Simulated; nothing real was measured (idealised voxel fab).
The process module that follows is named voxel tone inversion.
Section cut is 275 nm wide and gridded with 5 nm square cells.
In this document a cross-section is written as a grid of square cells. It is given as a series of bands, listed from the top down, and a band is one or more rows of cells. Heights first: top, then bottom, in nm. Then materials, left to right, each with a width in nm. "everywhere" on a single material: fills the band edge to edge. "air": empty space. We count height from 0. Below that, the starting wafer is all one material. The lowest band never ends at the bottom but goes on down; see "top 0, no bottom" for how that is written. Graded width ("30..40"): value in top row of band = first number; value in bottom row = second number; row-to-row change constant. "left unchanged" after a step means that no cell of the cross-section changed. This entry, "Closed void entries", enumerates those empty regions of no fewer than 8 cells that possess no open connection to the top. Each region is reported in the form width x height at distance, the distance being taken from the left edge, with all three quantities expressed in nm. Post-settings text on a step line: simulator's own remark regarding the step. The "overlay nm" setting may appear on a step's line; for a step that uses a mask, it gives how far to the right of its planned position the mask lay, and a negative value indicates the left.

# plan
| 1 | RECEIVE | material Si |
| 2 | CONFORMAL_DEP | material SiN | thk nm 5 |
| 3 | DIRECTIONAL_DEP | material polySi | thk nm 20 |
| 4 | PATTERN | tone cover | mask id POSTS | material resist | width nm 15 | pitch nm 40 | thk nm 25 | overlay nm 0 |
| 5 | DIRECTIONAL_ETCH | etch materials polySi | depth nm 20 |
| 6 | STRIP | etch materials resist |
| 7 | FILL_DEP | material lowk | thk nm 5 |
| 8 | CMP | height nm 25 |
| 9 | STRIP | etch materials polySi |
| 10 | CONFORMAL_DEP | material TiN | thk nm 5 |
| 11 | FILL_DEP | material Ru | thk nm 10 |
| 12 | CMP | height nm 25 |
| 13 | CONFORMAL_DEP | material SiCN | thk nm 5 |
Same starting wafers, different width nm at step 4. Plan value belongs to the first wafer.

# Step 1 complete: as-received cross-section of the first of several wafers
    top 0, no bottom | Si everywhere
    Closed void entries: none

# Per wafer, end of module: cells gained (+) or lost (-) per material since receipt, then closed voids
width nm 15, +12 Ru, +55 SiCN, +55 SiN, +36 TiN, +172 lowk, Closed void entries: none
width nm 20, +24 Ru, +55 SiCN, +55 SiN, +40 TiN, +156 lowk, Closed void entries: none
width nm 25, +36 Ru, +55 SiCN, +55 SiN, +44 TiN, +140 lowk, Closed void entries: none
